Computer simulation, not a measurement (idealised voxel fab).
process module | voxel self aligned vias
cross-section cut | 195 nm wide | cells 5 nm
A cross-section is a grid of square cells, given in bands from the top down. A band is one or more rows of cells.
Each band's line starts with the height of the band's top and of its bottom, in nm. Then come its materials from left to right, each with its width in nm. One material with "throughout" fills the band from edge to edge. "air" is empty space.
Height 0 is the level under which the wafer as received is all one material. The lowest band goes on downwards, as in "0 down".
A width such as "30 to 40" changes by the same amount from each row of cells to the next, from the band's top row to its bottom row.
"no change" after a step means that no cell of the cross-section changed.
closed voids: empty space of 8 cells or more with no open way to the top, each as width x height at its distance from the left edge, in nm
after a step's settings: what the simulator itself notes on the step
overlay nm, on a step with a mask: how far to the right of its planned place the mask lay; to the left if negative
plan
1 op RECEIVE | material Si
2 op CONFORMAL_DEP | material SiO2 | thk nm 15
3 op CONFORMAL_DEP | material SiCN | thk nm 5
4 op DIRECTIONAL_DEP | material SiO2 | thk nm 25
5 op MASKED_ETCH | tone open | mask id LINES | width nm 25 | pitch nm 65 | etch materials SiO2 | depth nm 25 | overlay nm 0
6 op CONFORMAL_DEP | material TiN | thk nm 5
7 op FILL_DEP | material Ru | thk nm 10
8 op CMP | height nm 45
9 op SELECTIVE_ETCH | etch materials W Ru TiN | depth nm 5
10 op FILL_DEP | material SiN | thk nm 5
11 op CMP | height nm 45
12 op DIRECTIONAL_DEP | material SiO2 | thk nm 15
13 op DIRECTIONAL_DEP | material aC | thk nm 10
14 op PATTERN | tone open | mask id VIAS | material resist | width nm 35 | thk nm 30 | overlay nm 0
15 op DIRECTIONAL_ETCH | etch materials aC | depth nm 10
16 op STRIP | etch materials resist
17 op DIRECTIONAL_ETCH | etch materials SiO2 | depth nm 15
18 op DIRECTIONAL_ETCH | etch materials SiN | depth nm 5
19 op STRIP | etch materials aC
20 op CONFORMAL_DEP | material TiN | thk nm 5
21 op FILL_DEP | material Ru | thk nm 10
22 op CMP | height nm 60
23 op CONFORMAL_DEP | material SiN | thk nm 5
first wafer, as planned
as received, after step 1
  0 down: Si throughout
  closed voids: none
after step 2
  15 to 0: SiO2 throughout
  below 0: unchanged
after step 3
  20 to 15: SiCN throughout
  below 15: unchanged
after step 4
  45 to 20: SiO2 throughout
  below 20: unchanged
after step 5
  45 to 20: SiO2 50 | air 25 | SiO2 40 | air 25 | SiO2 55
  below 20: unchanged
after step 6
  50 to 45: TiN 55 | air 15 | TiN 50 | air 15 | TiN 60
  45 to 25: SiO2 50 | TiN 5 | air 15 | TiN 5 | SiO2 40 | TiN 5 | air 15 | TiN 5 | SiO2 55
  25 to 20: SiO2 50 | TiN 25 | SiO2 40 | TiN 25 | SiO2 55
  below 20: unchanged
after step 7
  60 to 50: Ru throughout
  50 to 45: TiN 55 | Ru 15 | TiN 50 | Ru 15 | TiN 60
  45 to 25: SiO2 50 | TiN 5 | Ru 15 | TiN 5 | SiO2 40 | TiN 5 | Ru 15 | TiN 5 | SiO2 55
  below 25: unchanged
after step 8
  45 to 25: SiO2 50 | TiN 5 | Ru 15 | TiN 5 | SiO2 40 | TiN 5 | Ru 15 | TiN 5 | SiO2 55
  below 25: unchanged
after step 9
  45 to 40: SiO2 50 | air 25 | SiO2 40 | air 25 | SiO2 55
  below 40: unchanged
after step 10
  50 to 45: SiN throughout
  45 to 40: SiO2 50 | SiN 25 | SiO2 40 | SiN 25 | SiO2 55
  below 40: unchanged
after step 11
  45 to 40: SiO2 50 | SiN 25 | SiO2 40 | SiN 25 | SiO2 55
  below 40: unchanged
after step 12
  60 to 45: SiO2 throughout
  below 45: unchanged
after step 13
  70 to 60: aC throughout
  below 60: unchanged
after step 14
  100 to 70: resist 45 | air 35 | resist 115
  below 70: unchanged
after step 15
  90 to 70: resist 45 | air 35 | resist 115
  70 to 60: aC 45 | air 35 | aC 115
  below 60: unchanged
after step 16
  70 to 60: aC 45 | air 35 | aC 115
  below 60: unchanged
after step 17
  70 to 60: aC 45 | air 35 | aC 115
  60 to 45: SiO2 45 | air 35 | SiO2 115
  below 45: unchanged
after step 18
  70 to 60: aC 45 | air 35 | aC 115
  60 to 45: SiO2 45 | air 35 | SiO2 115
  45 to 40: SiO2 50 | air 25 | SiO2 40 | SiN 25 | SiO2 55
  below 40: unchanged
after step 19
  60 to 45: SiO2 45 | air 35 | SiO2 115
  below 45: unchanged
after step 20
  65 to 60: TiN 50 | air 25 | TiN 120
  60 to 50: SiO2 45 | TiN 5 | air 25 | TiN 5 | SiO2 115
  50 to 45: SiO2 45 | TiN 10 | air 15 | TiN 10 | SiO2 115
  45 to 40: SiO2 50 | TiN 25 | SiO2 40 | SiN 25 | SiO2 55
  below 40: unchanged
after step 21
  75 to 65: Ru throughout
  65 to 60: TiN 50 | Ru 25 | TiN 120
  60 to 50: SiO2 45 | TiN 5 | Ru 25 | TiN 5 | SiO2 115
  50 to 45: SiO2 45 | TiN 10 | Ru 15 | TiN 10 | SiO2 115
  below 45: unchanged
after step 22
  60 to 50: SiO2 45 | TiN 5 | Ru 25 | TiN 5 | SiO2 115
  below 50: unchanged
after step 23
  65 to 60: SiN throughout
  below 60: unchanged
second wafer: like start, like plan, one mistake. Through step 13 it matches the first wafer
when step 14 should have ended
  100 to 70: air 45 | resist 35 | air 115
  below 70: unchanged
when step 15 should have ended
  90 to 70: air 45 | resist 35 | air 115
  70 to 60: air 45 | aC 35 | air 115
  below 60: unchanged
when step 16 should have ended
  70 to 60: air 45 | aC 35 | air 115
  below 60: unchanged
when step 17 should have ended
  70 to 60: air 45 | aC 35 | air 115
  60 to 45: air 45 | SiO2 35 | air 115
  below 45: unchanged
when step 18 should have ended
  70 to 60: air 45 | aC 35 | air 115
  60 to 45: air 45 | SiO2 35 | air 115
  45 to 40: SiO2 50 | SiN 25 | SiO2 40 | air 25 | SiO2 55
  below 40: unchanged
when step 19 should have ended
  60 to 45: air 45 | SiO2 35 | air 115
  below 45: unchanged
when step 20 should have ended
  65 to 60: air 40 | TiN 45 | air 110
  60 to 50: air 40 | TiN 5 | SiO2 35 | TiN 5 | air 110
  50 to 45: TiN 45 | SiO2 35 | TiN 40 | air 15 | TiN 60
  45 to 40: SiO2 50 | SiN 25 | SiO2 40 | TiN 25 | SiO2 55
  below 40: unchanged
when step 21 should have ended
  75 to 65: Ru throughout
  65 to 60: Ru 40 | TiN 45 | Ru 110
  60 to 50: Ru 40 | TiN 5 | SiO2 35 | TiN 5 | Ru 110
  50 to 45: TiN 45 | SiO2 35 | TiN 40 | Ru 15 | TiN 60
  below 45: unchanged
when step 22 should have ended
  60 to 50: Ru 40 | TiN 5 | SiO2 35 | TiN 5 | Ru 110
  below 50: unchanged
when step 23 should have ended
  65 to 60: SiN throughout
  below 60: unchanged
what went wrong: step 14 ran as: op PATTERN | tone cover | mask id VIAS | material resist | width nm 35 | thk nm 30 | overlay nm 0
at the end the second wafer has, in cells: 50 more of Ru | 75 fewer of SiO2 | 25 more of TiN
